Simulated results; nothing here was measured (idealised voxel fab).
process module | voxel double patterning
cross-section cut | 150 nm wide | cells 5 nm
A cross-section is a grid of square cells, given in bands from the top down. A band is one or more rows of cells.
Each band's line starts with the height of the band's top and of its bottom, in nm. Then come its materials from left to right, each with its width in nm. One material with "throughout" fills the band from edge to edge. "air" is empty space.
Height 0 is the level under which the wafer as received is all one material. The lowest band goes on downwards, as in "0 down".
A width such as "30 to 40" changes by the same amount from each row of cells to the next, from the band's top row to its bottom row.
"no change" after a step means that no cell of the cross-section changed.
closed voids: empty space of 8 cells or more with no open way to the top, each as width x height at its distance from the left edge, in nm
after a step's settings: what the simulator itself notes on the step
overlay nm, on a step with a mask: how far to the right of its planned place the mask lay; to the left if negative
plan
1 op RECEIVE | material Si
2 op CONFORMAL_DEP | material SiN | thk nm 10
3 op DIRECTIONAL_DEP | material SiO2 | thk nm 10
4 op DIRECTIONAL_DEP | material SiCN | thk nm 5
5 op DIRECTIONAL_DEP | material aC | thk nm 15
6 op PATTERN | tone open | mask id FIRST | material resist | width nm 15 | pitch nm 50 | thk nm 35 | overlay nm 0
7 op DIRECTIONAL_ETCH | etch materials aC | depth nm 15
8 op STRIP | etch materials resist
9 op DIRECTIONAL_ETCH | etch materials SiCN | depth nm 5
10 op STRIP | etch materials aC
11 op PATTERN | tone open | mask id SECOND | material resist | width nm 15 | thk nm 15 | overlay nm 0
12 op DIRECTIONAL_ETCH | etch materials SiCN | depth nm 5
13 op STRIP | etch materials resist
14 op DIRECTIONAL_ETCH | etch materials SiO2 | depth nm 10
15 op STRIP | etch materials SiCN
first wafer, as planned
as received, after step 1
  0 down: Si throughout
  closed voids: none
after step 2
  10 to 0: SiN throughout
  below 0: unchanged
after step 3
  20 to 10: SiO2 throughout
  below 10: unchanged
after step 4
  25 to 20: SiCN throughout
  below 20: unchanged
after step 5
  40 to 25: aC throughout
  below 25: unchanged
after step 6
  75 to 40: resist 40 | air 15 | resist 35 | air 15 | resist 45
  below 40: unchanged
after step 7
  60 to 40: resist 40 | air 15 | resist 35 | air 15 | resist 45
  40 to 25: aC 40 | air 15 | aC 35 | air 15 | aC 45
  below 25: unchanged
after step 8
  40 to 25: aC 40 | air 15 | aC 35 | air 15 | aC 45
  below 25: unchanged
after step 9
  40 to 25: aC 40 | air 15 | aC 35 | air 15 | aC 45
  25 to 20: SiCN 40 | air 15 | SiCN 35 | air 15 | SiCN 45
  below 20: unchanged
after step 10
  25 to 20: SiCN 40 | air 15 | SiCN 35 | air 15 | SiCN 45
  below 20: unchanged
after step 11
  40 to 25: resist 65 | air 15 | resist 70
  25 to 20: SiCN 40 | resist 15 | SiCN 35 | resist 15 | SiCN 45
  below 20: unchanged
after step 12
  40 to 25: resist 65 | air 15 | resist 70
  25 to 20: SiCN 40 | resist 15 | SiCN 10 | air 15 | SiCN 10 | resist 15 | SiCN 45
  below 20: unchanged
after step 13
  25 to 20: SiCN 40 | air 15 | SiCN 10 | air 15 | SiCN 10 | air 15 | SiCN 45
  below 20: unchanged
after step 14
  25 to 20: SiCN 40 | air 15 | SiCN 10 | air 15 | SiCN 10 | air 15 | SiCN 45
  20 to 10: SiO2 40 | air 15 | SiO2 10 | air 15 | SiO2 10 | air 15 | SiO2 45
  below 10: unchanged
after step 15
  20 to 10: SiO2 40 | air 15 | SiO2 10 | air 15 | SiO2 10 | air 15 | SiO2 45
  below 10: unchanged
second wafer: like start, like plan, one mistake. Through step 2 it matches the first wafer
when step 3 should have ended
  25 to 10: SiO2 throughout
  below 10: unchanged
when step 4 should have ended
  30 to 25: SiCN throughout
  below 25: unchanged
when step 5 should have ended
  45 to 30: aC throughout
  below 30: unchanged
when step 6 should have ended
  80 to 45: resist 40 | air 15 | resist 35 | air 15 | resist 45
  below 45: unchanged
when step 7 should have ended
  65 to 45: resist 40 | air 15 | resist 35 | air 15 | resist 45
  45 to 30: aC 40 | air 15 | aC 35 | air 15 | aC 45
  below 30: unchanged
when step 8 should have ended
  45 to 30: aC 40 | air 15 | aC 35 | air 15 | aC 45
  below 30: unchanged
when step 9 should have ended
  45 to 30: aC 40 | air 15 | aC 35 | air 15 | aC 45
  30 to 25: SiCN 40 | air 15 | SiCN 35 | air 15 | SiCN 45
  below 25: unchanged
when step 10 should have ended
  30 to 25: SiCN 40 | air 15 | SiCN 35 | air 15 | SiCN 45
  below 25: unchanged
when step 11 should have ended
  45 to 30: resist 65 | air 15 | resist 70
  30 to 25: SiCN 40 | resist 15 | SiCN 35 | resist 15 | SiCN 45
  below 25: unchanged
when step 12 should have ended
  45 to 30: resist 65 | air 15 | resist 70
  30 to 25: SiCN 40 | resist 15 | SiCN 10 | air 15 | SiCN 10 | resist 15 | SiCN 45
  below 25: unchanged
when step 13 should have ended
  30 to 25: SiCN 40 | air 15 | SiCN 10 | air 15 | SiCN 10 | air 15 | SiCN 45
  below 25: unchanged
when step 14 should have ended
  30 to 25: SiCN 40 | air 15 | SiCN 10 | air 15 | SiCN 10 | air 15 | SiCN 45
  25 to 15: SiO2 40 | air 15 | SiO2 10 | air 15 | SiO2 10 | air 15 | SiO2 45
  below 15: unchanged
when step 15 should have ended
  25 to 15: SiO2 40 | air 15 | SiO2 10 | air 15 | SiO2 10 | air 15 | SiO2 45
  below 15: unchanged
what went wrong: step 3 ran as: op DIRECTIONAL_DEP | material SiO2 | thk nm 15
at the end the second wafer has, in cells: 30 more of SiO2
